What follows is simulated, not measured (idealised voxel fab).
Documented hereafter: the process module known as voxel plated lines.
We display cut, a cross-section 265 nm in width whose square cells are each 5 nm.
If you're reading a cross-section in this doc, picture square cells in a grid; it comes to you as bands, top ones listed first down to the bottom, and a band can be one or more rows of cells. A band entry consists of two parts. The first gives the height of the band's top and the height of its bottom, in nm. The rest lists the band's materials from left to right, each with its width in nm. A single material labelled with the word "edge to edge" fills the band from edge to edge, and the word "blank" marks empty space. Heights from 0 (as-received wafer is one material below). Bottom band endless downward, as "top 0, no bottom". Width spec "30 to 40" -> top row of cells at first value, bottom row at second value, equal per-row change in between. "no change", as given for a step, is the statement that not any cell of the cross-section underwent a change during that step. The entry "Enclosed empty spaces" lists the empty spaces that cover at least 8 cells and have no open path to the top. Each is written as width x height at distance, where the distance is measured from the left edge and all three values are in nm. It should be noted that, on the line of a given step, the content following the step's settings is a remark produced by the simulator itself with respect to that step. overlay nm: mask right of planned place by this much (step with mask). Neg. = left.

plan:
1: RECEIVE, material Si
2: CONFORMAL_DEP, material SiO2, thk nm 15
3: DIRECTIONAL_DEP, material TiN, thk nm 5
4: PATTERN, tone open, mask id LINES, material resist, width nm 20, pitch nm 50, thk nm 20, overlay nm 0
5: EPI, material Ru, thk nm 5
6: STRIP, etch materials resist
7: DIRECTIONAL_ETCH, etch materials TiN, depth nm 5
8: CONFORMAL_DEP, material SiN, thk nm 10

First of two wafers - as planned:

So this is the incoming wafer in cross-section - it's already been through step 1:
    top 0, no bottom: Si edge to edge
    Enclosed empty spaces: none

Step 2 done - wafer cross-section:
    top 15, bottom 0: SiO2 edge to edge
    All layers under 0 are left as they were.

Step 3 done - wafer cross-section:
    top 20, bottom 15: TiN edge to edge
    All layers under 15 are left as they were.

Step 4 done - wafer cross-section:
    top 40, bottom 20: 45 nm resist | 20 nm blank | 30 nm resist | 20 nm blank | 30 nm resist | 20 nm blank | 30 nm resist | 20 nm blank | 50 nm resist
    All layers under 20 are left as they were.

Step 5 done - wafer cross-section:
    top 40, bottom 25: 45 nm resist | 20 nm blank | 30 nm resist | 20 nm blank | 30 nm resist | 20 nm blank | 30 nm resist | 20 nm blank | 50 nm resist
    top 25, bottom 20: 45 nm resist | 20 nm Ru | 30 nm resist | 20 nm Ru | 30 nm resist | 20 nm Ru | 30 nm resist | 20 nm Ru | 50 nm resist
    All layers under 20 are left as they were.

Step 6 done - wafer cross-section:
    top 25, bottom 20: 45 nm blank | 20 nm Ru | 30 nm blank | 20 nm Ru | 30 nm blank | 20 nm Ru | 30 nm blank | 20 nm Ru | 50 nm blank
    All layers under 20 are left as they were.

Step 7 done - wafer cross-section:
    top 25, bottom 20: 45 nm blank | 20 nm Ru | 30 nm blank | 20 nm Ru | 30 nm blank | 20 nm Ru | 30 nm blank | 20 nm Ru | 50 nm blank
    top 20, bottom 15: 45 nm blank | 20 nm TiN | 30 nm blank | 20 nm TiN | 30 nm blank | 20 nm TiN | 30 nm blank | 20 nm TiN | 50 nm blank
    All layers under 15 are left as they were.

Step 8 done - wafer cross-section:
    top 35, bottom 25: 35 nm blank | 40 nm SiN | 10 nm blank | 40 nm SiN | 10 nm blank | 40 nm SiN | 10 nm blank | 40 nm SiN | 40 nm blank
    top 25, bottom 20: 45 nm SiN | 20 nm Ru | 30 nm SiN | 20 nm Ru | 30 nm SiN | 20 nm Ru | 30 nm SiN | 20 nm Ru | 50 nm SiN
    top 20, bottom 15: 45 nm SiN | 20 nm TiN | 30 nm SiN | 20 nm TiN | 30 nm SiN | 20 nm TiN | 30 nm SiN | 20 nm TiN | 50 nm SiN
    All layers under 15 are left as they were.

Second wafer, same starting conditions and recipe as the first, one mistake in executing it, nothing differs from the first up to and including step 2:

Cross-section: second wafer, time at which step 3 was scheduled to end:
    top 20, bottom 15: Ru edge to edge
    All layers under 15 are left as they were.

Cross-section: second wafer, time at which step 4 was scheduled to end:
    top 40, bottom 20: 45 nm resist | 20 nm blank | 30 nm resist | 20 nm blank | 30 nm resist | 20 nm blank | 30 nm resist | 20 nm blank | 50 nm resist
    All layers under 20 are left as they were.

Cross-section: second wafer, time at which step 5 was scheduled to end:
    top 40, bottom 25: 45 nm resist | 20 nm blank | 30 nm resist | 20 nm blank | 30 nm resist | 20 nm blank | 30 nm resist | 20 nm blank | 50 nm resist
    top 25, bottom 20: 45 nm resist | 20 nm Ru | 30 nm resist | 20 nm Ru | 30 nm resist | 20 nm Ru | 30 nm resist | 20 nm Ru | 50 nm resist
    All layers under 20 are left as they were.

Cross-section: second wafer, time at which step 6 was scheduled to end:
    top 25, bottom 20: 45 nm blank | 20 nm Ru | 30 nm blank | 20 nm Ru | 30 nm blank | 20 nm Ru | 30 nm blank | 20 nm Ru | 50 nm blank
    All layers under 20 are left as they were.

Cross-section: second wafer, time at which step 7 was scheduled to end: no change

Cross-section: second wafer, time at which step 8 was scheduled to end:
    top 35, bottom 30: 35 nm blank | 40 nm SiN | 10 nm blank | 40 nm SiN | 10 nm blank | 40 nm SiN | 10 nm blank | 40 nm SiN | 40 nm blank
    top 30, bottom 25: SiN edge to edge
    top 25, bottom 20: 45 nm SiN | 20 nm Ru | 30 nm SiN | 20 nm Ru | 30 nm SiN | 20 nm Ru | 30 nm SiN | 20 nm Ru | 50 nm SiN
    All layers under 20 are left as they were.
Plan not followed: note that step 3 departed from the planned setting and was carried out as DIRECTIONAL_DEP, material Ru, thk nm 5
The second wafer ends with more or fewer cells of some materials than the first, per final count: Ru: 53 more | SiN: 16 fewer | TiN: 16 fewer
